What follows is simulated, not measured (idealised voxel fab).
process module | voxel self aligned contacts
cross-section cut | 280 nm wide | cells 5 nm
A cross-section is a grid of square cells, given in bands from the top down. A band is one or more rows of cells.
Each band's line starts with the height of the band's top and of its bottom, in nm. Then come its materials from left to right, each with its width in nm. One material with "throughout" fills the band from edge to edge. "air" is empty space.
Height 0 is the level under which the wafer as received is all one material. The lowest band goes on downwards, as in "0 down".
A width such as "30 to 40" changes by the same amount from each row of cells to the next, from the band's top row to its bottom row.
"no change" after a step means that no cell of the cross-section changed.
closed voids: empty space of 8 cells or more with no open way to the top, each as width x height at its distance from the left edge, in nm
after a step's settings: what the simulator itself notes on the step
overlay nm, on a step with a mask: how far to the right of its planned place the mask lay; to the left if negative
plan
1 op RECEIVE | material Si
2 op CONFORMAL_DEP | material SiO2 | thk nm 5
3 op DIRECTIONAL_DEP | material polySi | thk nm 20
4 op DIRECTIONAL_DEP | material SiN | thk nm 20
5 op MASKED_ETCH | tone cover | mask id GATE | width nm 15 | pitch nm 55 | etch materials SiN | depth nm 20 | overlay nm 0
6 op MASKED_ETCH | tone cover | mask id GATE | width nm 25 | pitch nm 55 | etch materials polySi | depth nm 20 | overlay nm 0
7 op CONFORMAL_DEP | material SiN | thk nm 5
8 op DIRECTIONAL_ETCH | etch materials SiN | depth nm 5
9 op FILL_DEP | material SiO2 | thk nm 15
10 op CMP | height nm 50
11 op MASKED_ETCH | tone open | mask id CONTACT | width nm 40 | pitch nm 55 | etch materials SiO2 | depth nm 50 | overlay nm 0
12 op CONFORMAL_DEP | material TiN | thk nm 5
13 op FILL_DEP | material W | thk nm 5
14 op CMP | height nm 50
15 op CONFORMAL_DEP | material SiCN | thk nm 5
varied across the wafers: width nm of step 5. The plan shows the first wafer's value. All wafers start alike
first wafer as received, after step 1
  0 down: Si throughout
  closed voids: none
each wafer at the end: cells of each material gained (+) or lost (-) since it was received, then its closed voids
width nm 15 | +56 SiCN | +84 SiN | +312 SiO2 | +52 TiN | +52 W | +60 polySi | closed voids: none
width nm 20 | +56 SiCN | +96 SiN | +308 SiO2 | +52 TiN | +44 W | +60 polySi | closed voids: none
width nm 25 | +56 SiCN | +108 SiN | +304 SiO2 | +52 TiN | +36 W | +60 polySi | closed voids: none
width nm 30 | +56 SiCN | +120 SiN | +298 SiO2 | +52 TiN | +18 W | +72 polySi | closed voids: none
width nm 35 | +56 SiCN | +132 SiN | +292 SiO2 | +52 TiN | +84 polySi | closed voids: none
width nm 40 | +56 SiCN | +144 SiN | +286 SiO2 | +34 TiN | +96 polySi | closed voids: none
